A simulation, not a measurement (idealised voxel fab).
process module | voxel double patterning
cross-section cut | 235 nm wide | cells 5 nm
A cross-section is a grid of square cells, given in bands from the top down. A band is one or more rows of cells.
Each band's line starts with the height of the band's top and of its bottom, in nm. Then come its materials from left to right, each with its width in nm. One material with "throughout" fills the band from edge to edge. "air" is empty space.
Height 0 is the level under which the wafer as received is all one material. The lowest band goes on downwards, as in "0 down".
A width such as "30 to 40" changes by the same amount from each row of cells to the next, from the band's top row to its bottom row.
"no change" after a step means that no cell of the cross-section changed.
closed voids: empty space of 8 cells or more with no open way to the top, each as width x height at its distance from the left edge, in nm
after a step's settings: what the simulator itself notes on the step
overlay nm, on a step with a mask: how far to the right of its planned place the mask lay; to the left if negative
plan
1 op RECEIVE | material Si
2 op CONFORMAL_DEP | material SiO2 | thk nm 5
3 op DIRECTIONAL_DEP | material W | thk nm 15
4 op DIRECTIONAL_DEP | material SiCN | thk nm 10
5 op PATTERN | tone open | mask id FIRST | material resist | width nm 15 | pitch nm 50 | thk nm 20 | overlay nm 0
6 op DIRECTIONAL_ETCH | etch materials SiCN | depth nm 10
7 op STRIP | etch materials resist
8 op MASKED_ETCH | tone open | mask id SECOND | width nm 15 | pitch nm 50 | etch materials SiCN | depth nm 10 | overlay nm 0
9 op DIRECTIONAL_ETCH | etch materials W | depth nm 15
10 op STRIP | etch materials SiCN
as received, after step 1
  0 down: Si throughout
  closed voids: none
a wafer at the end: this start, this plan, one mistake
  20 to 5: air 85 | W 15 | air 35 | W 15 | air 85
  5 to 0: SiO2 throughout
  0 down: Si throughout
  closed voids: none
what went wrong: step 8 ran as: op MASKED_ETCH | tone cover | mask id SECOND | width nm 15 | pitch nm 50 | etch materials SiCN | depth nm 10 | overlay nm 0
